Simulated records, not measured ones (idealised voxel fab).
Herein follows the process module entitled voxel ribs on slabs.
In the cross-section labelled cut, the width is 145 nm and each square cell is 5 nm.
Cross-section layout: square cells on a grid; listed as bands, top to bottom; a band spans one or more cell rows.
A band entry consists of two parts. The first gives the height of the band's top and the height of its bottom, in nm. The rest lists the band's materials from left to right, each with its width in nm. A single material labelled with the word "everywhere" fills the band from edge to edge, and the word "blank" marks empty space.
Heights are expressed relative to 0, this being the level below which the as-received wafer comprises one material exclusively. The lowest band is unbounded in the downward direction and is denoted as in "0 -> down".
Quick explanation for "30->40": the width changes in equal steps down the rows of cells, from the first number in the band's top row to the second number in its bottom row.
When a step is marked "nothing was modified", none of the cells in the cross-section changed during that step.
Empty spaces without an open route to the top, at least 8 cells in extent, make up the entry "closed voids"; each is given as width x height at distance, where the distance is measured from the left edge, and all are in nm.
On each step's line, the part that comes after the settings is the simulator's own comment on the step.
The "overlay nm" setting may appear on a step's line; for a step that uses a mask, it gives how far to the right of its planned position the mask lay, and a negative value indicates the left.

-- Process steps - plan
1) RECEIVE | material Si
2) DIRECTIONAL_DEP | material SiO2 | thk nm 25
3) DIRECTIONAL_DEP | material SiN | thk nm 15
4) PATTERN | tone cover | mask id RIB | material resist | width nm 25 | thk nm 20 | overlay nm 0
5) DIRECTIONAL_ETCH | etch materials SiN | depth nm 5
6) STRIP | etch materials resist
7) PATTERN | tone cover | mask id SLAB | material resist | width nm 85 | thk nm 15 | overlay nm 0
8) DIRECTIONAL_ETCH | etch materials SiN | depth nm 10
9) STRIP | etch materials resist
10) FILL_DEP | material SiO2 | thk nm 15
11) CMP | height nm 50
12) DIRECTIONAL_DEP | material W | thk nm 10
13) PATTERN | tone cover | mask id HEATER | material resist | width nm 35 | thk nm 20 | overlay nm 0
14) DIRECTIONAL_ETCH | etch materials W | depth nm 10
15) STRIP | etch materials resist
16) CONFORMAL_DEP | material SiO2 | thk nm 5

-- The cross-section here shows the wafer as received, i.e. in its state after step 1
- 0 -> down  Si everywhere
- closed voids: none

-- Post-module cross-section: identical start and plan to those above, one misstep in execution
- 65 -> 60  blank: 50 / SiO2: 45 / blank: 50
- 60 -> 55  blank: 50 / SiO2: 5 / W: 35 / SiO2: 5 / blank: 50
- 55 -> 50  SiO2: 55 / W: 35 / SiO2: 55
- 50 -> 40  SiO2: 30 / SiN: 85 / SiO2: 30
- 40 -> 25  SiN everywhere
- 25 -> 0  SiO2 everywhere
- 0 -> down  Si everywhere
- closed voids: none
What was the processing mistake? step 3, plan: ran twice
